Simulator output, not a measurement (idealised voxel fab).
process module | voxel ribs on slabs
cross-section cut | 140 nm wide | cells 5 nm
A cross-section is a grid of square cells, given in bands from the top down. A band is one or more rows of cells.
Each band's line starts with the height of the band's top and of its bottom, in nm. Then come its materials from left to right, each with its width in nm. One material with "throughout" fills the band from edge to edge. "air" is empty space.
Height 0 is the level under which the wafer as received is all one material. The lowest band goes on downwards, as in "0 down".
A width such as "30 to 40" changes by the same amount from each row of cells to the next, from the band's top row to its bottom row.
"no change" after a step means that no cell of the cross-section changed.
closed voids: empty space of 8 cells or more with no open way to the top, each as width x height at its distance from the left edge, in nm
after a step's settings: what the simulator itself notes on the step
overlay nm, on a step with a mask: how far to the right of its planned place the mask lay; to the left if negative
plan
1 op RECEIVE | material Si
2 op DIRECTIONAL_DEP | material SiO2 | thk nm 20
3 op DIRECTIONAL_DEP | material polySi | thk nm 20
4 op PATTERN | tone cover | mask id RIB | material resist | width nm 30 | thk nm 20 | overlay nm 0
5 op DIRECTIONAL_ETCH | etch materials polySi | depth nm 15
6 op STRIP | etch materials resist
7 op DIRECTIONAL_DEP | material aC | thk nm 15
8 op PATTERN | tone cover | mask id SLAB | material resist | width nm 60 | thk nm 35 | overlay nm 0
9 op DIRECTIONAL_ETCH | etch materials aC | depth nm 15
10 op STRIP | etch materials resist
11 op DIRECTIONAL_ETCH | etch materials polySi | depth nm 5
12 op STRIP | etch materials aC
13 op FILL_DEP | material SiO2 | thk nm 15
14 op CMP | height nm 50
15 op DIRECTIONAL_DEP | material TiN | thk nm 5
16 op MASKED_ETCH | tone cover | mask id HEATER | width nm 40 | etch materials TiN | depth nm 5 | overlay nm 0
17 op CONFORMAL_DEP | material SiO2 | thk nm 5
as received, after step 1
  0 down: Si throughout
  closed voids: none
a wafer at the end: this start, this plan, one mistake
  60 to 55: air 45 | SiO2 50 | air 45
  55 to 50: SiO2 50 | TiN 40 | SiO2 50
  50 to 40: SiO2 throughout
  40 to 25: SiO2 55 | polySi 30 | SiO2 55
  25 to 20: SiO2 35 | polySi 60 | SiO2 45
  20 to 0: SiO2 throughout
  0 down: Si throughout
  closed voids: none
what went wrong: step 8 ran as: op PATTERN | tone cover | mask id SLAB | material resist | width nm 60 | thk nm 35 | overlay nm -5
